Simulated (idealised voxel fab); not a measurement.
process module | voxel wiring stack
cross-section cut | 195 nm wide | cells 5 nm
A cross-section is a grid of square cells, given in bands from the top down. A band is one or more rows of cells.
Each band's line starts with the height of the band's top and of its bottom, in nm. Then come its materials from left to right, each with its width in nm. One material with "throughout" fills the band from edge to edge. "air" is empty space.
Height 0 is the level under which the wafer as received is all one material. The lowest band goes on downwards, as in "0 down".
A width such as "30 to 40" changes by the same amount from each row of cells to the next, from the band's top row to its bottom row.
"no change" after a step means that no cell of the cross-section changed.
closed voids: empty space of 8 cells or more with no open way to the top, each as width x height at its distance from the left edge, in nm
after a step's settings: what the simulator itself notes on the step
overlay nm, on a step with a mask: how far to the right of its planned place the mask lay; to the left if negative
plan
1 op RECEIVE | material Si
2 op CONFORMAL_DEP | material SiO2 | thk nm 15
3 op CONFORMAL_DEP | material SiCN | thk nm 5
4 op DIRECTIONAL_DEP | material lowk | thk nm 20
5 op MASKED_ETCH | tone open | mask id METAL_1 | width nm 25 | pitch nm 40 | etch materials lowk | depth nm 20 | overlay nm 0
6 op MASKED_ETCH | tone open | mask id METAL_1 | width nm 25 | pitch nm 40 | etch materials SiCN | depth nm 5 | overlay nm 0
7 op CONFORMAL_DEP | material TiN | thk nm 5
8 op FILL_DEP | material Cu | thk nm 10
9 op CMP | height nm 40
10 op EPI | material Ru | thk nm 5
11 op FILL_DEP | material SiCN | thk nm 5
12 op DIRECTIONAL_DEP | material lowk | thk nm 25
13 op DIRECTIONAL_DEP | material aC | thk nm 15
14 op PATTERN | tone open | mask id METAL_2 | material resist | width nm 25 | pitch nm 40 | thk nm 35 | overlay nm 0
15 op DIRECTIONAL_ETCH | etch materials aC | depth nm 15
16 op STRIP | etch materials resist
17 op DIRECTIONAL_ETCH | etch materials lowk | depth nm 15
18 op STRIP | etch materials aC
19 op PATTERN | tone open | mask id METAL_2_HOLES | material resist | width nm 15 | pitch nm 40 | thk nm 20 | overlay nm 0
20 op DIRECTIONAL_ETCH | etch materials lowk | depth nm 10
21 op DIRECTIONAL_ETCH | etch materials SiCN | depth nm 5
22 op STRIP | etch materials resist
23 op CONFORMAL_DEP | material TiN | thk nm 5
24 op FILL_DEP | material Cu | thk nm 10
25 op CMP | height nm 75
26 op CONFORMAL_DEP | material SiCN | thk nm 5
as received, after step 1
  0 down: Si throughout
  closed voids: none
first wafer at the end, as planned
  80 to 75: SiCN throughout
  75 to 65: lowk 65 | TiN 5 | Cu 15 | TiN 5 | lowk 15 | TiN 5 | Cu 15 | TiN 5 | lowk 65
  65 to 60: lowk 65 | TiN 5 | Cu 5 | TiN 15 | lowk 15 | TiN 5 | Cu 5 | TiN 15 | lowk 65
  60 to 50: lowk 65 | TiN 5 | Cu 5 | TiN 5 | lowk 25 | TiN 5 | Cu 5 | TiN 5 | lowk 75
  50 to 45: SiCN 65 | TiN 15 | SiCN 25 | TiN 15 | SiCN 75
  45 to 40: SiCN 60 | Ru 35 | SiCN 5 | Ru 35 | SiCN 60
  40 to 20: lowk 65 | TiN 5 | Cu 15 | TiN 5 | lowk 15 | TiN 5 | Cu 15 | TiN 5 | lowk 65
  20 to 15: SiCN 65 | TiN 25 | SiCN 15 | TiN 25 | SiCN 65
  15 to 0: SiO2 throughout
  0 down: Si throughout
  closed voids: none
second wafer at the end: like start, like plan, one mistake
  80 to 75: SiCN throughout
  75 to 65: lowk 65 | TiN 5 | Cu 15 | TiN 5 | lowk 15 | TiN 5 | Cu 15 | TiN 5 | lowk 65
  65 to 60: lowk 65 | TiN 5 | Cu 10 | TiN 10 | lowk 15 | TiN 5 | Cu 10 | TiN 10 | lowk 65
  60 to 50: lowk 65 | TiN 5 | Cu 10 | TiN 5 | lowk 20 | TiN 5 | Cu 10 | TiN 5 | lowk 70
  50 to 45: SiCN 65 | TiN 20 | SiCN 20 | TiN 20 | SiCN 70
  45 to 40: SiCN 60 | Ru 35 | SiCN 5 | Ru 35 | SiCN 60
  40 to 20: lowk 65 | TiN 5 | Cu 15 | TiN 5 | lowk 15 | TiN 5 | Cu 15 | TiN 5 | lowk 65
  20 to 15: SiCN 65 | TiN 25 | SiCN 15 | TiN 25 | SiCN 65
  15 to 0: SiO2 throughout
  0 down: Si throughout
  closed voids: none
what went wrong: step 19 ran as: op PATTERN | tone open | mask id METAL_2_HOLES | material resist | width nm 20 | pitch nm 40 | thk nm 20 | overlay nm 0
at the end the second wafer has, in cells: 6 more of Cu | 2 fewer of SiCN | 4 fewer of lowk
